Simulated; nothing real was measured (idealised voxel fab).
You're looking at the process module voxel self aligned contacts.
Section cut is 150 nm wide and gridded with 5 nm square cells.
If you're reading a cross-section in this doc, picture square cells in a grid; it comes to you as bands, top ones listed first down to the bottom, and a band can be one or more rows of cells.
Band: top height; bottom height; in nm. Then, left to right: material with width in nm, for each material. "everywhere": a single material spanning edge to edge. "blank": empty space.
Measure heights from 0. That's the level where, below it, the as-received wafer is all one material. The lowest band is bottomless and extends downward; write it as in "from 0 down".
Width: "30..40" (first number = top row, second number = bottom row, same change from row to row of cells).
Given "nothing was modified" for a step, no cell of the cross-section differs between before and after that step.
Look at "Entrapped void list" for the closed voids: empty spaces with no open path to the top, sized 8 cells or up. Each is width x height at distance, distance from the left edge, all nm.
Formally, on a step line, whatever follows the settings is a remark that the simulator itself makes on the step.
The optional step-line setting "overlay nm" applies to steps with a mask and quantifies how far to the right of its planned location the mask lay, a negative value indicating leftward placement.

[The process steps that were planned are listed below]
step 1: RECEIVE | material Si
step 2: OXIDIZE | depth nm 5
step 3: DIRECTIONAL_DEP | material polySi | thk nm 20
step 4: DIRECTIONAL_DEP | material SiN | thk nm 20
step 5: MASKED_ETCH | tone cover | mask id GATE | width nm 35 | pitch nm 65 | etch materials SiN | depth nm 20 | overlay nm 0
step 6: MASKED_ETCH | tone cover | mask id GATE | width nm 35 | pitch nm 65 | etch materials polySi | depth nm 20 | overlay nm 0
step 7: CONFORMAL_DEP | material SiN | thk nm 5
step 8: DIRECTIONAL_ETCH | etch materials SiN | depth nm 5
step 9: FILL_DEP | material SiO2 | thk nm 20
step 10: CMP | height nm 50
step 11: MASKED_ETCH | tone open | mask id CONTACT | width nm 40 | etch materials SiO2 | depth nm 55 | overlay nm 0
step 12: CONFORMAL_DEP | material TiN | thk nm 5
step 13: FILL_DEP | material Ru | thk nm 5
step 14: CMP | height nm 50
step 15: CONFORMAL_DEP | material SiN | thk nm 5

[This is the cross-section of the wafer as we received it, i.e. after step 1]
  from 0 down  Si everywhere
  Entrapped void list: none

[Cross-sectional result after module completion. Note: starting condition and plan are unchanged from above; one processing mistake was made]
  from 55 to 50  SiN everywhere
  from 50 to 45  55 nm SiO2, then 5 nm TiN, then 30 nm Ru, then 5 nm TiN, then 55 nm SiO2
  from 45 to 40  55 nm SiO2, then 40 nm TiN, then 55 nm SiO2
  from 40 to 20  TiN everywhere
  from 20 to 0  polySi everywhere
  from 0 to -5  SiO2 everywhere
  from -5 down  Si everywhere
  Entrapped void list: none
It is concluded that the wafer was processed incorrectly with respect to the plan, in that not per plan at step 4, really ran DIRECTIONAL_DEP | material TiN | thk nm 20
